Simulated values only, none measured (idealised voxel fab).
You're looking at the process module voxel transistor to metal.
Pictured: cross-section cut, 300 nm wide, on a grid of 5 nm square cells.
Cross-section layout: square cells on a grid; listed as bands, top to bottom; a band spans one or more cell rows. For a band, the entry starts with two heights in nm, that of the top and then that of the bottom, and carries on with the band's materials in order from left to right, each alongside its width in nm; the word "full width" beside a single material means it fills the band edge to edge, and "air" means empty space. Beneath 0, the wafer as received is one material, and that level is where height counting begins. The lowest band goes on downward without a bottom; it is written like "top 0, no bottom". Per-row width for "30 to 40": begins at first number (top row of band), ends at second number (bottom row), increment between rows held constant. Step note "identical to before" = no cross-section cell changed. Enclosed void list: empty space of 8 cells or more with no open way to the top, each as width x height at its distance from the left edge, in nm. What comes after the settings on a step's line is commentary from the simulator itself on that step. Among the settings permitted on a step's line is "overlay nm"; applied to a step with a mask, it specifies the extent to which the mask lay to the right of its planned position, whereas a negative figure signifies a position to the left.
# The planned process steps are enumerated hereunder
| 1 | RECEIVE | material Si |
| 2 | CONFORMAL_DEP | material SiO2 | thk nm 5 |
| 3 | CONFORMAL_DEP | material SiN | thk nm 15 |
| 4 | PATTERN | tone cover | mask id ACTIVE | material resist | width nm 100 | pitch nm 125 | thk nm 15 | overlay nm 0 |
| 5 | DIRECTIONAL_ETCH | etch materials SiN | depth nm 15 |
| 6 | DIRECTIONAL_ETCH | etch materials SiO2 | depth nm 5 |
| 7 | DIRECTIONAL_ETCH | etch materials Si | depth nm 20 |
| 8 | STRIP | etch materials resist |
| 9 | FILL_DEP | material SiO2 | thk nm 10 |
| 10 | CMP | height nm 20 |
| 11 | SELECTIVE_ETCH | etch materials SiO2 | depth nm 15 |
| 12 | STRIP | etch materials SiN |
| 13 | SELECTIVE_ETCH | etch materials SiO2 | depth nm 5 |
| 14 | OXIDIZE | depth nm 5 |
| 15 | DIRECTIONAL_DEP | material polySi | thk nm 30 |
| 16 | DIRECTIONAL_DEP | material SiCN | thk nm 10 |
| 17 | PATTERN | tone cover | mask id GATE | material resist | width nm 20 | pitch nm 125 | thk nm 20 | overlay nm 0 |
| 18 | DIRECTIONAL_ETCH | etch materials SiCN | depth nm 20 |
| 19 | DIRECTIONAL_ETCH | etch materials polySi | depth nm 40 |
| 20 | STRIP | etch materials resist |
| 21 | CONFORMAL_DEP | material SiO2 | thk nm 5 |
| 22 | DIRECTIONAL_ETCH | etch materials SiO2 | depth nm 5 |
| 23 | CONFORMAL_DEP | material SiN | thk nm 5 |
| 24 | DIRECTIONAL_ETCH | etch materials SiN | depth nm 5 |
| 25 | DIRECTIONAL_ETCH | etch materials SiO2 | depth nm 5 |
| 26 | DIRECTIONAL_ETCH | etch materials Si | depth nm 10 |
| 27 | EPI | material pSi | thk nm 15 |
| 28 | FILL_DEP | material SiO2 | thk nm 10 |
| 29 | CMP | height nm 40 |
| 30 | DIRECTIONAL_DEP | material SiO2 | thk nm 10 |
| 31 | PATTERN | tone open | mask id CONTACT | material resist | width nm 30 | thk nm 20 | overlay nm 0 |
| 32 | DIRECTIONAL_ETCH | etch materials SiO2 | depth nm 50 |
| 33 | STRIP | etch materials resist |
| 34 | CONFORMAL_DEP | material TiN | thk nm 5 |
| 35 | FILL_DEP | material Ru | thk nm 5 |
| 36 | CMP | height nm 50 |
| 37 | DIRECTIONAL_DEP | material TiN | thk nm 5 |
| 38 | DIRECTIONAL_DEP | material W | thk nm 25 |
| 39 | DIRECTIONAL_DEP | material aC | thk nm 10 |
| 40 | PATTERN | tone cover | mask id METAL_1 | material resist | width nm 15 | thk nm 30 | overlay nm 0 |
| 41 | DIRECTIONAL_ETCH | etch materials aC | depth nm 10 |
| 42 | STRIP | etch materials resist |
| 43 | DIRECTIONAL_ETCH | etch materials W | depth nm 25 |
| 44 | DIRECTIONAL_ETCH | etch materials TiN | depth nm 5 |
| 45 | STRIP | etch materials aC |
| 46 | CONFORMAL_DEP | material SiCN | thk nm 5 |
| 47 | FILL_DEP | material SiO2 | thk nm 10 |
| 48 | CMP | height nm 80 |
| 49 | CONFORMAL_DEP | material SiCN | thk nm 5 |
# as received, after step 1
	top 0, no bottom  Si full width
	Enclosed void list: none
# Cross-section, end of module. Start: as above. Plan: as above. Execution: one mistake
	top 85, bottom 80  SiCN full width
	top 80, bottom 55  35 of SiO2  5 of SiCN  15 of W  5 of SiCN  50 of SiO2  5 of SiCN  15 of W  5 of SiCN  25 of SiO2  5 of SiCN  15 of W  5 of SiCN  50 of SiO2  5 of SiCN  15 of W  5 of SiCN  40 of SiO2
	top 55, bottom 50  40 of SiCN  15 of TiN  60 of SiCN  15 of TiN  35 of SiCN  15 of TiN  60 of SiCN  15 of TiN  45 of SiCN
	top 50, bottom 40  45 of SiO2  5 of TiN  15 to 10 of Ru  5 to 10 of TiN  35 of SiO2  5 of TiN  15 of Ru  5 of TiN  40 of SiO2  5 of TiN  15 to 10 of Ru  5 to 10 of TiN  35 of SiO2  5 of TiN  15 of Ru  5 of TiN  45 of SiO2
	top 40, bottom 30  45 of SiO2  5 of TiN  10 of Ru  5 of TiN  5 of SiN  5 of SiO2  20 of SiCN  5 of SiO2  5 of SiN  5 of TiN  15 of Ru  5 of TiN  40 of SiO2  5 of TiN  10 of Ru  5 of TiN  5 of SiN  5 of SiO2  20 of SiCN  5 of SiO2  5 of SiN  5 of TiN  15 of Ru  5 of TiN  45 of SiO2
	top 30, bottom 15  45 of SiO2  5 of TiN  10 of Ru  5 of TiN  5 of SiN  5 of SiO2  20 of polySi  5 of SiO2  5 of SiN  5 of TiN  15 of Ru  5 of TiN  40 of SiO2  5 of TiN  10 of Ru  5 of TiN  5 of SiN  5 of SiO2  20 of polySi  5 of SiO2  5 of SiN  5 of TiN  15 of Ru  5 of TiN  45 of SiO2
	top 15, bottom 10  45 of SiO2  20 of TiN  5 of SiN  5 of SiO2  20 of polySi  5 of SiO2  5 of SiN  25 of TiN  40 of SiO2  20 of TiN  5 of SiN  5 of SiO2  20 of polySi  5 of SiO2  5 of SiN  25 of TiN  45 of SiO2
	top 10, bottom 0  45 of SiO2  5 of TiN  15 of pSi  5 of SiN  5 of SiO2  20 of polySi  5 of SiO2  5 of SiN  15 of pSi  10 of TiN  40 of SiO2  5 of TiN  15 of pSi  5 of SiN  5 of SiO2  20 of polySi  5 of SiO2  5 of SiN  15 of pSi  10 of TiN  45 of SiO2
	top 0, bottom -5  30 of SiO2  35 of pSi  40 of SiO2  35 of pSi  15 of SiO2  35 of pSi  40 of SiO2  35 of pSi  35 of SiO2
	top -5, bottom -15  35 of SiO2  30 of pSi  40 of Si  30 of pSi  25 of SiO2  30 of pSi  40 of Si  30 of pSi  40 of SiO2
	top -15, bottom -20  35 of SiO2  100 of Si  25 of SiO2  100 of Si  40 of SiO2
	top -20, no bottom  Si full width
	Enclosed void list: none
Against the plan, the run slipped here: contrary to plan, step 31 was performed as PATTERN | tone open | mask id CONTACT | material resist | width nm 25 | thk nm 20 | overlay nm 0
